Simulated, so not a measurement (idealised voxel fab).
This is a process module. Its name is voxel self aligned vias.
Square cell edge 5 nm, section width 160 nm, ID cut.
A cross-section is a grid of square cells, given in bands from the top down. A band is one or more rows of cells. Band entry format. Leading values: height of top, height of bottom, nm. Remainder: materials in left-to-right order, each with its width in nm. Special words: "everywhere" on a single material, which then fills the band edge to edge; "blank", empty space. Beneath 0, the wafer as received is one material, and that level is where height counting begins. The lowest band goes on downward without a bottom; it is written like "0 and below". Width "30->40": first value at the band's top row of cells, second value at its bottom row, equal change from row to row. Basically "everything unchanged" means that step didn't change any cell in the cross-section. The list in "Trapped voids" covers empty spaces of 8 cells or more that cannot reach the top through any open way, and it gives each as width x height at distance; the distance is from the left edge, and width, height and distance are in nm. Note: text after step settings on the step line = simulator remark on that step. overlay nm: right-of-plan distance of the mask on a masked step; negative values mean left-of-plan.
This section lists the process steps that were planned
- 1: RECEIVE: material Si
- 2: CONFORMAL_DEP: material SiO2, thk nm 15
- 3: CONFORMAL_DEP: material SiCN, thk nm 5
- 4: DIRECTIONAL_DEP: material SiO2, thk nm 25
- 5: MASKED_ETCH: tone open, mask id LINES, width nm 25, pitch nm 50, etch materials SiO2, depth nm 25, overlay nm 0
- 6: CONFORMAL_DEP: material TiN, thk nm 5
- 7: FILL_DEP: material Ru, thk nm 10
- 8: CMP: height nm 45
- 9: SELECTIVE_ETCH: etch materials W Ru TiN, depth nm 10
- 10: FILL_DEP: material SiN, thk nm 5
- 11: CMP: height nm 45
- 12: DIRECTIONAL_DEP: material SiO2, thk nm 20
- 13: PATTERN: tone open, mask id VIAS, material resist, width nm 35, pitch nm 50, thk nm 20, overlay nm 0
- 14: DIRECTIONAL_ETCH: etch materials SiO2, depth nm 20
- 15: DIRECTIONAL_ETCH: etch materials SiN, depth nm 10
- 16: STRIP: etch materials resist
- 17: CONFORMAL_DEP: material TiN, thk nm 5
- 18: FILL_DEP: material W, thk nm 10
- 19: CMP: height nm 65
- 20: CONFORMAL_DEP: material SiCN, thk nm 5
The first wafer of two, processed as planned
Wafer cross-section on receipt, i.e. after step 1
	0 and below | Si everywhere
	Trapped voids: none
The wafer in cross-section once step 2 is complete
	15 down to 0 | SiO2 everywhere
	Whatever lies below 0 is exactly as it was before.
The wafer in cross-section once step 3 is complete
	20 down to 15 | SiCN everywhere
	Whatever lies below 15 is exactly as it was before.
The wafer in cross-section once step 4 is complete
	45 down to 20 | SiO2 everywhere
	Whatever lies below 20 is exactly as it was before.
The wafer in cross-section once step 5 is complete
	45 down to 20 | 40 SiO2 / 25 blank / 25 SiO2 / 25 blank / 45 SiO2
	Whatever lies below 20 is exactly as it was before.
The wafer in cross-section once step 6 is complete
	50 down to 45 | 45 TiN / 15 blank / 35 TiN / 15 blank / 50 TiN
	45 down to 25 | 40 SiO2 / 5 TiN / 15 blank / 5 TiN / 25 SiO2 / 5 TiN / 15 blank / 5 TiN / 45 SiO2
	25 down to 20 | 40 SiO2 / 25 TiN / 25 SiO2 / 25 TiN / 45 SiO2
	Whatever lies below 20 is exactly as it was before.
The wafer in cross-section once step 7 is complete
	60 down to 50 | Ru everywhere
	50 down to 45 | 45 TiN / 15 Ru / 35 TiN / 15 Ru / 50 TiN
	45 down to 25 | 40 SiO2 / 5 TiN / 15 Ru / 5 TiN / 25 SiO2 / 5 TiN / 15 Ru / 5 TiN / 45 SiO2
	Whatever lies below 25 is exactly as it was before.
The wafer in cross-section once step 8 is complete
	45 down to 25 | 40 SiO2 / 5 TiN / 15 Ru / 5 TiN / 25 SiO2 / 5 TiN / 15 Ru / 5 TiN / 45 SiO2
	Whatever lies below 25 is exactly as it was before.
The wafer in cross-section once step 9 is complete
	45 down to 35 | 40 SiO2 / 25 blank / 25 SiO2 / 25 blank / 45 SiO2
	Whatever lies below 35 is exactly as it was before.
The wafer in cross-section once step 10 is complete
	50 down to 45 | SiN everywhere
	45 down to 35 | 40 SiO2 / 25 SiN / 25 SiO2 / 25 SiN / 45 SiO2
	Whatever lies below 35 is exactly as it was before.
The wafer in cross-section once step 11 is complete
	45 down to 35 | 40 SiO2 / 25 SiN / 25 SiO2 / 25 SiN / 45 SiO2
	Whatever lies below 35 is exactly as it was before.
The wafer in cross-section once step 12 is complete
	65 down to 45 | SiO2 everywhere
	Whatever lies below 45 is exactly as it was before.
The wafer in cross-section once step 13 is complete
	85 down to 65 | 35 resist / 35 blank / 15 resist / 35 blank / 40 resist
	Whatever lies below 65 is exactly as it was before.
The wafer in cross-section once step 14 is complete
	85 down to 65 | 35 resist / 35 blank / 15 resist / 35 blank / 40 resist
	65 down to 45 | 35 SiO2 / 35 blank / 15 SiO2 / 35 blank / 40 SiO2
	Whatever lies below 45 is exactly as it was before.
The wafer in cross-section once step 15 is complete
	85 down to 65 | 35 resist / 35 blank / 15 resist / 35 blank / 40 resist
	65 down to 45 | 35 SiO2 / 35 blank / 15 SiO2 / 35 blank / 40 SiO2
	45 down to 35 | 40 SiO2 / 25 blank / 25 SiO2 / 25 blank / 45 SiO2
	Whatever lies below 35 is exactly as it was before.
The wafer in cross-section once step 16 is complete
	65 down to 45 | 35 SiO2 / 35 blank / 15 SiO2 / 35 blank / 40 SiO2
	Whatever lies below 45 is exactly as it was before.
The wafer in cross-section once step 17 is complete
	70 down to 65 | 40 TiN / 25 blank / 25 TiN / 25 blank / 45 TiN
	65 down to 50 | 35 SiO2 / 5 TiN / 25 blank / 5 TiN / 15 SiO2 / 5 TiN / 25 blank / 5 TiN / 40 SiO2
	50 down to 40 | 35->40 SiO2 / 10->5 TiN / 15 blank / 10->5 TiN / 15->25 SiO2 / 10->5 TiN / 15 blank / 10->5 TiN / 40->45 SiO2
	40 down to 35 | 40 SiO2 / 25 TiN / 25 SiO2 / 25 TiN / 45 SiO2
	Whatever lies below 35 is exactly as it was before.
The wafer in cross-section once step 18 is complete
	80 down to 70 | W everywhere
	70 down to 65 | 40 TiN / 25 W / 25 TiN / 25 W / 45 TiN
	65 down to 50 | 35 SiO2 / 5 TiN / 25 W / 5 TiN / 15 SiO2 / 5 TiN / 25 W / 5 TiN / 40 SiO2
	50 down to 40 | 35->40 SiO2 / 10->5 TiN / 15 W / 10->5 TiN / 15->25 SiO2 / 10->5 TiN / 15 W / 10->5 TiN / 40->45 SiO2
	Whatever lies below 40 is exactly as it was before.
The wafer in cross-section once step 19 is complete
	65 down to 50 | 35 SiO2 / 5 TiN / 25 W / 5 TiN / 15 SiO2 / 5 TiN / 25 W / 5 TiN / 40 SiO2
	Whatever lies below 50 is exactly as it was before.
The wafer in cross-section once step 20 is complete
	70 down to 65 | SiCN everywhere
	Whatever lies below 65 is exactly as it was before.
Here the second wafer is described. Its start and its plan were those of the first wafer. Its run contained one mistake. Up to and including step 11, it did exactly what the first wafer did
At the planned end of step 12, the second wafer in cross-section
	65 down to 45 | Ru everywhere
	Whatever lies below 45 is exactly as it was before.
At the planned end of step 13, the second wafer in cross-section
	85 down to 65 | 35 resist / 35 blank / 15 resist / 35 blank / 40 resist
	Whatever lies below 65 is exactly as it was before.
At the planned end of step 14, the second wafer in cross-section: everything unchanged
At the planned end of step 15, the second wafer in cross-section: everything unchanged
At the planned end of step 16, the second wafer in cross-section
	65 down to 45 | Ru everywhere
	Whatever lies below 45 is exactly as it was before.
At the planned end of step 17, the second wafer in cross-section
	70 down to 65 | TiN everywhere
	Whatever lies below 65 is exactly as it was before.
At the planned end of step 18, the second wafer in cross-section
	80 down to 70 | W everywhere
	Whatever lies below 70 is exactly as it was before.
At the planned end of step 19, the second wafer in cross-section
	65 down to 45 | Ru everywhere
	Whatever lies below 45 is exactly as it was before.
At the planned end of step 20, the second wafer in cross-section
	70 down to 65 | SiCN everywhere
	Whatever lies below 65 is exactly as it was before.
It is concluded that the wafer was processed incorrectly with respect to the plan, in that heads up, step 12 didn't go per plan, it actually ran as DIRECTIONAL_DEP: material Ru, thk nm 20
Cell-count delta at end, second wafer over first, by material: +128 Ru | +20 SiN | -72 SiO2 | -34 TiN | -42 W
